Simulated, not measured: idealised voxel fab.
Title: Process Module voxel ribs on slabs
cross-section cut | 260 nm wide | cells 5 nm
Bands, listed from the top down, are how a cross-section gets written in this document; the cross-section itself is a grid of square cells, and a band is one or more rows of them.
The entry gives the band's vertical extent as a top height and a bottom height in nm, then its horizontal make-up as materials from left to right, each with a width in nm. "empty" stands for empty space; a single material marked "edge to edge" fills the band edge to edge.
Heights are reckoned from 0. Under this level, the received wafer is all of one material. The bottommost band is open-ended downward, for example "0..down".
Width "30->40": first value at the band's top row of cells, second value at its bottom row, equal change from row to row.
Where a step carries "identical to before", the cross-section came out of it unchanged, cell for cell.
Entry "Fully enclosed voids" = empty spaces >= 8 cells with no open way to the top; each as width x height at distance, distance from left edge, all nm.
Past the settings on a step's line: simulator remark, on that step.
Steps that use a mask can have "overlay nm" on their line. It says how far the mask sat to the right of where it was meant to be. Negative means to the left.
Intended process steps
1. RECEIVE [material Si]
2. DIRECTIONAL_DEP [material SiO2] [thk nm 20]
3. DIRECTIONAL_DEP [material polySi] [thk nm 25]
4. MASKED_ETCH [tone cover] [mask id RIB] [width nm 20] [etch materials polySi] [depth nm 20] [overlay nm 0]
5. DIRECTIONAL_DEP [material aC] [thk nm 15]
6. PATTERN [tone cover] [mask id SLAB] [material resist] [width nm 60] [thk nm 35] [overlay nm 0]
7. DIRECTIONAL_ETCH [etch materials aC] [depth nm 15]
8. STRIP [etch materials resist]
9. DIRECTIONAL_ETCH [etch materials polySi] [depth nm 5]
10. STRIP [etch materials aC]
11. FILL_DEP [material SiO2] [thk nm 15]
12. CMP [height nm 55]
13. DIRECTIONAL_DEP [material TiN] [thk nm 5]
14. DIRECTIONAL_DEP [material aC] [thk nm 10]
15. PATTERN [tone cover] [mask id HEATER] [material resist] [width nm 30] [thk nm 30] [overlay nm 0]
16. DIRECTIONAL_ETCH [etch materials aC] [depth nm 10]
17. STRIP [etch materials resist]
18. DIRECTIONAL_ETCH [etch materials TiN] [depth nm 5]
19. STRIP [etch materials aC]
20. CONFORMAL_DEP [material SiN] [thk nm 10]
Step 1 complete: cross-section of the wafer as received
  0..down: Si edge to edge
  Fully enclosed voids: none
Cross-section, first of two wafers, end of module, run as planned
  70..65: 105 empty / 50 SiN / 105 empty
  65..60: SiN edge to edge
  60..55: 115 SiN / 30 TiN / 115 SiN
  55..45: SiO2 edge to edge
  45..25: 120 SiO2 / 20 polySi / 120 SiO2
  25..20: 100 SiO2 / 60 polySi / 100 SiO2
  20..0: SiO2 edge to edge
  0..down: Si edge to edge
  Fully enclosed voids: none
Wafer two, sectioned after the module: the first wafer's start, the first wafer's plan, and one mistake in how it was run
  80..60: SiN edge to edge
  60..55: TiN edge to edge
  55..45: SiO2 edge to edge
  45..25: 120 SiO2 / 20 polySi / 120 SiO2
  25..20: 100 SiO2 / 60 polySi / 100 SiO2
  20..0: SiO2 edge to edge
  0..down: Si edge to edge
  Fully enclosed voids: none
what went wrong: step 14 was run on a setting that differed from the plan, and what really ran there is DIRECTIONAL_DEP [material SiN] [thk nm 10]
Counted in cells at the end, the second wafer holds more or fewer of these materials than the first: SiN +100 | TiN +46
